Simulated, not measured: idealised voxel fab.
Name of the process module below: voxel released beams
The cross-section on display is named cut; it measures 160 nm wide, and its cells are 5 nm squares.
Cross-section layout: square cells on a grid; listed as bands, top to bottom; a band spans one or more cell rows. Top height, bottom height, nm. Materials left to right, width each, nm. Single material + "edge to edge" = fills band edge to edge. "air" = empty. Basically, 0 is our baseline, since under it the wafer straight out of the box is all one material. The bottom band has no lower end and keeps on going down, so it looks like "0 nm and below". Per-row width for "30->40": begins at first number (top row of band), ends at second number (bottom row), increment between rows held constant. Where a step carries "remained unchanged", the cross-section came out of it unchanged, cell for cell. Voids not open to the top, 8 cells minimum: see "Fully closed voids". Written width x height at distance; distance is from the left edge; nm. Heads up: the bit after the settings on a step's line is the simulator's remark on that step. "overlay nm" on a masked step: distance the mask lay right of its planned place, negative for left.
List of planned process steps:
1. op RECEIVE | material Si
2. op CONFORMAL_DEP | material Al2O3 | thk nm 10
3. op DIRECTIONAL_DEP | material SiO2 | thk nm 10
4. op PATTERN | tone open | mask id ANCHOR | material resist | width nm 20 | thk nm 15 | overlay nm 0
5. op DIRECTIONAL_ETCH | etch materials SiO2 | depth nm 10
6. op STRIP | etch materials resist
7. op CONFORMAL_DEP | material SiN | thk nm 10
8. op DIRECTIONAL_DEP | material aC | thk nm 15
9. op PATTERN | tone cover | mask id BEAM | material resist | width nm 95 | thk nm 30 | overlay nm 0
10. op DIRECTIONAL_ETCH | etch materials aC | depth nm 15
11. op STRIP | etch materials resist
12. op DIRECTIONAL_ETCH | etch materials SiN | depth nm 10
13. op STRIP | etch materials aC
14. op STRIP | etch materials SiO2
Be aware that, although all wafers share a common starting state, the width nm at step 4 differs among them, and the plan displays the first wafer's value.
Cross-sectional view of the first of several wafers in the as-received condition, corresponding to the state following step 1:
    0 nm and below | Si edge to edge
    Fully closed voids: none
Quick key for the table: a row per wafer, taken at the end of the module. For each material it tells you how many cells the wafer gained (+) or lost (-) since it came in, and the closed voids come after:
width nm 20 | +64 Al2O3 | +46 SiN | Fully closed voids: none
width nm 25 | +64 Al2O3 | +46 SiN | Fully closed voids: none
width nm 30 | +64 Al2O3 | +46 SiN | Fully closed voids: none
width nm 35 | +64 Al2O3 | +46 SiN | Fully closed voids: none
width nm 40 | +64 Al2O3 | +46 SiN | Fully closed voids: none
width nm 45 | +64 Al2O3 | +46 SiN | Fully closed voids: none
